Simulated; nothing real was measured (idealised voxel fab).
process module | voxel spacer lines
cross-section cut | 215 nm wide | cells 5 nm
A cross-section is a grid of square cells, given in bands from the top down. A band is one or more rows of cells.
Each band's line starts with the height of the band's top and of its bottom, in nm. Then come its materials from left to right, each with its width in nm. One material with "throughout" fills the band from edge to edge. "air" is empty space.
Height 0 is the level under which the wafer as received is all one material. The lowest band goes on downwards, as in "0 down".
A width such as "30 to 40" changes by the same amount from each row of cells to the next, from the band's top row to its bottom row.
"no change" after a step means that no cell of the cross-section changed.
closed voids: empty space of 8 cells or more with no open way to the top, each as width x height at its distance from the left edge, in nm
after a step's settings: what the simulator itself notes on the step
overlay nm, on a step with a mask: how far to the right of its planned place the mask lay; to the left if negative
plan
1 op RECEIVE | material Si
2 op CONFORMAL_DEP | material Al2O3 | thk nm 10
3 op DIRECTIONAL_DEP | material SiN | thk nm 15
4 op DIRECTIONAL_DEP | material polySi | thk nm 30
5 op PATTERN | tone cover | mask id MANDREL | material resist | width nm 20 | pitch nm 60 | thk nm 35 | overlay nm 0
6 op DIRECTIONAL_ETCH | etch materials polySi | depth nm 30
7 op STRIP | etch materials resist
8 op CONFORMAL_DEP | material SiO2 | thk nm 10
9 op DIRECTIONAL_ETCH | etch materials SiO2 | depth nm 10
10 op STRIP | etch materials polySi
11 op DIRECTIONAL_ETCH | etch materials SiN | depth nm 15
12 op STRIP | etch materials SiO2
as received, after step 1
  0 down: Si throughout
  closed voids: none
a wafer at the end: this start, this plan, one mistake
  25 to 10: air 55 | SiN 10 | air 25 | SiN 10 | air 15 | SiN 10 | air 25 | SiN 10 | air 55
  10 to 0: Al2O3 throughout
  0 down: Si throughout
  closed voids: none
what went wrong: step 5 ran as: op PATTERN | tone cover | mask id MANDREL | material resist | width nm 25 | pitch nm 60 | thk nm 35 | overlay nm 0
